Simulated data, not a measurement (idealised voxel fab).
Proc. module: voxel transistor to metal
For reference, the cross-section in this document is cut, with width 180 nm and square cells of 5 nm.
In this document a cross-section is written as a grid of square cells. It is given as a series of bands, listed from the top down, and a band is one or more rows of cells.
Read a band's entry like this: the first values are the height of its top and the height of its bottom in nm, and what follows is the sequence of materials from left to right, each with its width in nm. Note that "blank" is empty space, and that a single material marked "throughout" reaches across the band from edge to edge.
Height datum 0, below which the as-received substrate wafer is one material. Lowest band open at the bottom, running downward: "0 -> down".
The two numbers in a width such as "30->40" mark its ends across the band: the first belongs to the top row of cells, the second to the bottom row, and from each row to the next the width moves by the same amount.
For the purposes of this document, the phrase "left unchanged" attached to a step denotes that no cell within the cross-section was modified by that step.
Entry "Closed-off voids". Content: empty spaces with no open connection to the top, size 8 cells or greater. Each: width x height at distance. Distance: from left edge. Unit: nm.
Heads up: the bit after the settings on a step's line is the simulator's remark on that step.
overlay nm: step with mask; distance mask lay right of planned place; negative value = left of planned place.
# Intended process steps
1: RECEIVE | material Si
2: CONFORMAL_DEP | material SiO2 | thk nm 5
3: CONFORMAL_DEP | material SiN | thk nm 10
4: DIRECTIONAL_DEP | material aC | thk nm 15
5: PATTERN | tone cover | mask id ACTIVE | material resist | width nm 115 | thk nm 35 | overlay nm 0
6: DIRECTIONAL_ETCH | etch materials aC | depth nm 15
7: STRIP | etch materials resist
8: DIRECTIONAL_ETCH | etch materials SiN | depth nm 10
9: DIRECTIONAL_ETCH | etch materials SiO2 | depth nm 5
10: DIRECTIONAL_ETCH | etch materials Si | depth nm 20
11: STRIP | etch materials aC
12: OXIDIZE | depth nm 5
13: FILL_DEP | material SiO2 | thk nm 15
14: CMP | height nm 15
15: SELECTIVE_ETCH | etch materials SiO2 | depth nm 5
16: STRIP | etch materials SiN
17: SELECTIVE_ETCH | etch materials SiO2 | depth nm 5
18: OXIDIZE | depth nm 5
19: DIRECTIONAL_DEP | material polySi | thk nm 30
20: DIRECTIONAL_DEP | material SiCN | thk nm 10
21: MASKED_ETCH | tone cover | mask id GATE | width nm 25 | etch materials SiCN | depth nm 20 | overlay nm 0
22: MASKED_ETCH | tone cover | mask id GATE | width nm 25 | etch materials polySi | depth nm 40 | overlay nm 0
23: CONFORMAL_DEP | material SiN | thk nm 5
24: DIRECTIONAL_ETCH | etch materials SiN | depth nm 5
25: DIRECTIONAL_ETCH | etch materials SiO2 | depth nm 5
26: DIRECTIONAL_ETCH | etch materials Si | depth nm 15
27: EPI | material nSi | thk nm 15
28: FILL_DEP | material SiO2 | thk nm 5
29: CMP | height nm 30
30: STRIP | etch materials polySi
31: SELECTIVE_ETCH | etch materials SiO2 | depth nm 5
32: CONFORMAL_DEP | material HfO2 | thk nm 5
33: CONFORMAL_DEP | material TiN | thk nm 5
34: FILL_DEP | material W | thk nm 10
35: CMP | height nm 25
36: DIRECTIONAL_DEP | material SiO2 | thk nm 10
37: MASKED_ETCH | tone open | mask id CONTACT | width nm 15 | pitch nm 80 | etch materials SiO2 | depth nm 40 | overlay nm 0
38: CONFORMAL_DEP | material TiN | thk nm 5
39: FILL_DEP | material W | thk nm 5
40: CMP | height nm 35
41: DIRECTIONAL_DEP | material TiN | thk nm 5
42: DIRECTIONAL_DEP | material Ru | thk nm 20
43: MASKED_ETCH | tone cover | mask id METAL_1 | width nm 15 | pitch nm 80 | etch materials Ru | depth nm 20 | overlay nm 0
44: MASKED_ETCH | tone cover | mask id METAL_1 | width nm 15 | pitch nm 80 | etch materials TiN | depth nm 5 | overlay nm 0
45: CONFORMAL_DEP | material SiN | thk nm 5
46: FILL_DEP | material SiO2 | thk nm 10
47: CMP | height nm 60
48: CONFORMAL_DEP | material SiCN | thk nm 5
# Wafer at receipt (post step 1), cross-section
  0 -> down: Si throughout
  Closed-off voids: none
# The cross-section shown corresponds to the wafer at the conclusion of the module. The initial structure and the process plan are those presented above; however, one mistake occurred in executing the plan
  65 -> 60: SiCN throughout
  60 -> 40: SiO2 throughout
  40 -> 35: TiN throughout
  35 -> 25: 40 SiO2  5 TiN  5 W  5 TiN  65 SiO2  5 TiN  5 W  5 TiN  45 SiO2
  25 -> 10: 40 SiO2  5 TiN  5 W  5 TiN  15 SiO2  5 SiN  5 HfO2  5 TiN  5 W  5 TiN  5 HfO2  5 SiN  15 SiO2  5 TiN  5 W  5 TiN  45 SiO2
  10 -> 5: 40 SiO2  5 TiN  5 W  5 TiN  15 nSi  5 SiN  5 HfO2  5 TiN  5 W  5 TiN  5 HfO2  5 SiN  15 nSi  5 TiN  5 W  5 TiN  45 SiO2
  5 -> 0: 25 SiO2  5 SiN  10 SiO2  5 TiN  5 W  5 TiN  15 nSi  5 SiN  5 HfO2  15 TiN  5 HfO2  5 SiN  15 nSi  5 TiN  5 W  5 TiN  10 SiO2  5 SiN  30 SiO2
  0 -> -5: 40 SiO2  15 TiN  15 nSi  35 HfO2  15 nSi  15 TiN  45 SiO2
  -5 -> -20: 35 SiO2  35 nSi  35 Si  35 nSi  40 SiO2
  -20 -> -25: 35 SiO2  105 Si  40 SiO2
  -25 -> down: Si throughout
  Closed-off voids: none
So what did we get wrong on this run? for step 42, the planned setting was not used; the step was instead run as DIRECTIONAL_DEP | material SiO2 | thk nm 20
